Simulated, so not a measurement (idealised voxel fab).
Process module name: voxel self aligned vias
Section cut is 210 nm wide and gridded with 5 nm square cells.
Cross-section spec: square-cell grid; bands listed top down; each band is one or more rows.
Heads up on the band format: heights come first, top then bottom, in nm. After that it's the materials left to right, each with its width in nm. A single material flagged "all across" fills the whole band edge to edge, and "empty" means there's empty space there.
The reference from which all heights are counted is 0, the level beneath which the as-received wafer is entirely one material; the lowest band, having no lower bound, proceeds downward and is written after the example "0..down".
A width given as "30->40" starts at the first number in the band's top row and ends at the second number in its bottom row, shifting by an equal amount at every step from row to row.
"changes: none" for a step: no cell of the cross-section changed in that step.
"Tabulated closed voids" enumerates empty spaces isolated from the top, with no open way to it, that contain at least 8 cells, giving each as width x height at distance from the left edge, all three in nm.
On each step's line, the part that comes after the settings is the simulator's own comment on the step.
"overlay nm" answers the question of how far to the right of plan the mask lay on a step that has a mask, and when it is negative the answer is to the left.

Steps planned for the process
- 1: RECEIVE | material Si
- 2: CONFORMAL_DEP | material SiO2 | thk nm 15
- 3: CONFORMAL_DEP | material SiCN | thk nm 5
- 4: DIRECTIONAL_DEP | material SiO2 | thk nm 20
- 5: PATTERN | tone open | mask id LINES | material resist | width nm 30 | pitch nm 80 | thk nm 15 | overlay nm 0
- 6: DIRECTIONAL_ETCH | etch materials SiO2 | depth nm 20
- 7: STRIP | etch materials resist
- 8: CONFORMAL_DEP | material TiN | thk nm 5
- 9: FILL_DEP | material Ru | thk nm 5
- 10: CMP | height nm 40
- 11: SELECTIVE_ETCH | etch materials W Ru TiN | depth nm 5
- 12: FILL_DEP | material SiN | thk nm 10
- 13: CMP | height nm 40
- 14: DIRECTIONAL_DEP | material SiO2 | thk nm 15
- 15: MASKED_ETCH | tone open | mask id VIAS | width nm 50 | pitch nm 80 | etch materials SiO2 | depth nm 15 | overlay nm 0
- 16: MASKED_ETCH | tone open | mask id VIAS | width nm 50 | pitch nm 80 | etch materials SiN | depth nm 5 | overlay nm 0
- 17: CONFORMAL_DEP | material TiN | thk nm 5
- 18: FILL_DEP | material Cu | thk nm 5
- 19: CMP | height nm 55
- 20: CONFORMAL_DEP | material SiCN | thk nm 5

Cross-section: wafer on arrival = after step 1
	0..down = Si all across
	Tabulated closed voids: none

Module complete - cross-section of the first of two wafers, run according to plan
	60..55 = SiCN all across
	55..45 = 40 of SiO2, 5 of TiN, 40 of Cu, 5 of TiN, 30 of SiO2, 5 of TiN, 40 of Cu, 5 of TiN, 40 of SiO2
	45..40 = 40 of SiO2, 15 of TiN, 20 of Cu, 15 of TiN, 30 of SiO2, 15 of TiN, 20 of Cu, 15 of TiN, 40 of SiO2
	40..35 = 50 of SiO2, 30 of TiN, 50 of SiO2, 30 of TiN, 50 of SiO2
	35..25 = 50 of SiO2, 5 of TiN, 20 of Ru, 5 of TiN, 50 of SiO2, 5 of TiN, 20 of Ru, 5 of TiN, 50 of SiO2
	25..20 = 50 of SiO2, 30 of TiN, 50 of SiO2, 30 of TiN, 50 of SiO2
	20..15 = SiCN all across
	15..0 = SiO2 all across
	0..down = Si all across
	Tabulated closed voids: none

End of module, second wafer, cross-section. Started like the first, planned like the first, run with one mistake
	60..55 = SiCN all across
	55..50 = Cu all across
	50..45 = 45 of TiN, 40 of Cu, 40 of TiN, 40 of Cu, 45 of TiN
	45..35 = 40 of SiO2, 5 of TiN, 40 of Cu, 5 of TiN, 30 of SiO2, 5 of TiN, 40 of Cu, 5 of TiN, 40 of SiO2
	35..30 = 40 of SiO2, 50 of TiN, 30 of SiO2, 50 of TiN, 40 of SiO2
	30..25 = 50 of SiO2, 5 of TiN, 20 of Ru, 5 of TiN, 50 of SiO2, 5 of TiN, 20 of Ru, 5 of TiN, 50 of SiO2
	25..20 = 50 of SiO2, 30 of TiN, 50 of SiO2, 30 of TiN, 50 of SiO2
	20..15 = SiCN all across
	15..0 = SiO2 all across
	0..down = Si all across
	Tabulated closed voids: none
The mistake made against the process plan was this: step 13 did not use the planned setting and instead ran as CMP | height nm 30
Looking at both finished wafers in cells, the second ends up ahead of or behind the first on some materials: Cu +50 | Ru -8 | SiO2 -60 | TiN +18
